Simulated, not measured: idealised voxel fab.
Name of the process module below: voxel trench capacitor
Xsec cut, 270 nm wide, square cell size 5 nm.
A cross-section in this document is a grid of square cells, and it is written down as bands, the top band listed before the ones below it; a band is made up of one or more rows of cells. Per band: top height and bottom height in nm, followed by the left-to-right materials and their widths in nm; "throughout" marks a single material spanning edge to edge, "air" marks empty space. Zero point of the height axis is 0; under it, received wafer = one material. Lowest band: continues down indefinitely, "0 -> down". The two numbers in a width such as "30->40" mark its ends across the band: the first belongs to the top row of cells, the second to the bottom row, and from each row to the next the width moves by the same amount. A step reported as "no change" is a step in which no cell of the cross-section changed. Any empty space of 8 cells or more lacking an open way to the top shows up in "Trapped void list" as width x height at distance, distance from the left edge, in nm. Whatever follows a step's settings on its line is a remark the simulator itself makes about that step. The setting "overlay nm" may be written on the line of a step. When the step uses a mask, the value reports how far to the right of the planned place the mask lay, and a negative value reports that it lay to the left.
The process steps that were planned are listed below
| 1 | RECEIVE (material Si) |
| 2 | CONFORMAL_DEP (material SiN; thk nm 5) |
| 3 | PATTERN (tone open; mask id TRENCH; material resist; width nm 25; pitch nm 50; thk nm 20; overlay nm 0) |
| 4 | DIRECTIONAL_ETCH (etch materials SiN; depth nm 5) |
| 5 | DIRECTIONAL_ETCH (etch materials Si; depth nm 40) |
| 6 | STRIP (etch materials resist) |
| 7 | CONFORMAL_DEP (material SiO2; thk nm 5) |
| 8 | FILL_DEP (material polySi; thk nm 5) |
| 9 | CMP (height nm 5) |
As-received wafer cross-section (after step 1)
0 -> down  Si throughout
Trapped void list: none
The first of two wafers, cross-sectioned at the end of the module, with the run proceeding as planned
5 -> 0  70 nm SiN | 5 nm SiO2 | 15 nm polySi | 5 nm SiO2 | 25 nm SiN | 5 nm SiO2 | 15 nm polySi | 5 nm SiO2 | 25 nm SiN | 5 nm SiO2 | 15 nm polySi | 5 nm SiO2 | 75 nm SiN
0 -> -35  70 nm Si | 5 nm SiO2 | 15 nm polySi | 5 nm SiO2 | 25 nm Si | 5 nm SiO2 | 15 nm polySi | 5 nm SiO2 | 25 nm Si | 5 nm SiO2 | 15 nm polySi | 5 nm SiO2 | 75 nm Si
-35 -> -40  70 nm Si | 25 nm SiO2 | 25 nm Si | 25 nm SiO2 | 25 nm Si | 25 nm SiO2 | 75 nm Si
-40 -> down  Si throughout
Trapped void list: none
Cross-section, second wafer: same start as the first, same plan as the first, one mistake in running it; taken at the end of the module
5 -> 0  70 nm SiN | 5 nm SiO2 | 15 nm polySi | 5 nm SiO2 | 25 nm SiN | 5 nm SiO2 | 15 nm polySi | 5 nm SiO2 | 25 nm SiN | 5 nm SiO2 | 15 nm polySi | 5 nm SiO2 | 75 nm SiN
0 -> -75  70 nm Si | 5 nm SiO2 | 15 nm polySi | 5 nm SiO2 | 25 nm Si | 5 nm SiO2 | 15 nm polySi | 5 nm SiO2 | 25 nm Si | 5 nm SiO2 | 15 nm polySi | 5 nm SiO2 | 75 nm Si
-75 -> -80  70 nm Si | 25 nm SiO2 | 25 nm Si | 25 nm SiO2 | 25 nm Si | 25 nm SiO2 | 75 nm Si
-80 -> down  Si throughout
Trapped void list: none
The plan and the run diverged here: plan step 5 ran twice
Looking at both finished wafers in cells, the second ends up ahead of or behind the first on some materials: -120 Si; +48 SiO2; +72 polySi
